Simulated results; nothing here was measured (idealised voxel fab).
process module | voxel ribs on slabs
cross-section cut | 255 nm wide | cells 5 nm
A cross-section is a grid of square cells, given in bands from the top down. A band is one or more rows of cells.
Each band's line starts with the height of the band's top and of its bottom, in nm. Then come its materials from left to right, each with its width in nm. One material with "throughout" fills the band from edge to edge. "air" is empty space.
Height 0 is the level under which the wafer as received is all one material. The lowest band goes on downwards, as in "0 down".
A width such as "30 to 40" changes by the same amount from each row of cells to the next, from the band's top row to its bottom row.
"no change" after a step means that no cell of the cross-section changed.
closed voids: empty space of 8 cells or more with no open way to the top, each as width x height at its distance from the left edge, in nm
after a step's settings: what the simulator itself notes on the step
overlay nm, on a step with a mask: how far to the right of its planned place the mask lay; to the left if negative
plan
1 op RECEIVE | material Si
2 op DIRECTIONAL_DEP | material SiO2 | thk nm 30
3 op DIRECTIONAL_DEP | material polySi | thk nm 25
4 op MASKED_ETCH | tone cover | mask id RIB | width nm 25 | etch materials polySi | depth nm 15 | overlay nm 0
5 op MASKED_ETCH | tone cover | mask id SLAB | width nm 75 | etch materials polySi | depth nm 10 | overlay nm 0
6 op FILL_DEP | material SiO2 | thk nm 15
7 op CMP | height nm 65
8 op DIRECTIONAL_DEP | material TiN | thk nm 10
9 op PATTERN | tone cover | mask id HEATER | material resist | width nm 35 | thk nm 15 | overlay nm 0
10 op DIRECTIONAL_ETCH | etch materials TiN | depth nm 10
11 op STRIP | etch materials resist
12 op CONFORMAL_DEP | material SiO2 | thk nm 5
first wafer, as planned
as received, after step 1
  0 down: Si throughout
  closed voids: none
after step 2
  30 to 0: SiO2 throughout
  below 0: unchanged
after step 3
  55 to 30: polySi throughout
  below 30: unchanged
after step 4
  55 to 40: air 115 | polySi 25 | air 115
  below 40: unchanged
after step 5
  55 to 40: air 115 | polySi 25 | air 115
  40 to 30: air 90 | polySi 75 | air 90
  below 30: unchanged
after step 6
  70 to 55: SiO2 throughout
  55 to 40: SiO2 115 | polySi 25 | SiO2 115
  40 to 30: SiO2 90 | polySi 75 | SiO2 90
  below 30: unchanged
after step 7
  65 to 55: SiO2 throughout
  below 55: unchanged
after step 8
  75 to 65: TiN throughout
  below 65: unchanged
after step 9
  90 to 75: air 110 | resist 35 | air 110
  below 75: unchanged
after step 10
  90 to 75: air 110 | resist 35 | air 110
  75 to 65: air 110 | TiN 35 | air 110
  below 65: unchanged
after step 11
  75 to 65: air 110 | TiN 35 | air 110
  below 65: unchanged
after step 12
  80 to 75: air 105 | SiO2 45 | air 105
  75 to 70: air 105 | SiO2 5 | TiN 35 | SiO2 5 | air 105
  70 to 65: SiO2 110 | TiN 35 | SiO2 110
  below 65: unchanged
second wafer: like start, like plan, one mistake. Through step 1 it matches the first wafer
when step 2 should have ended
  25 to 0: polySi throughout
  below 0: unchanged
when step 3 should have ended
  55 to 25: SiO2 throughout
  below 25: unchanged
when step 4 should have ended: no change
when step 5 should have ended: no change
when step 6 should have ended
  70 to 25: SiO2 throughout
  below 25: unchanged
when step 7 should have ended
  65 to 25: SiO2 throughout
  below 25: unchanged
when step 8 should have ended
  75 to 65: TiN throughout
  below 65: unchanged
when step 9 should have ended
  90 to 75: air 110 | resist 35 | air 110
  below 75: unchanged
when step 10 should have ended
  90 to 75: air 110 | resist 35 | air 110
  75 to 65: air 110 | TiN 35 | air 110
  below 65: unchanged
when step 11 should have ended
  75 to 65: air 110 | TiN 35 | air 110
  below 65: unchanged
when step 12 should have ended
  80 to 75: air 105 | SiO2 45 | air 105
  75 to 70: air 105 | SiO2 5 | TiN 35 | SiO2 5 | air 105
  70 to 65: SiO2 110 | TiN 35 | SiO2 110
  below 65: unchanged
what went wrong: steps 2 and 3 were swapped
at the end the second wafer has, in cells: 210 fewer of SiO2 | 210 more of polySi
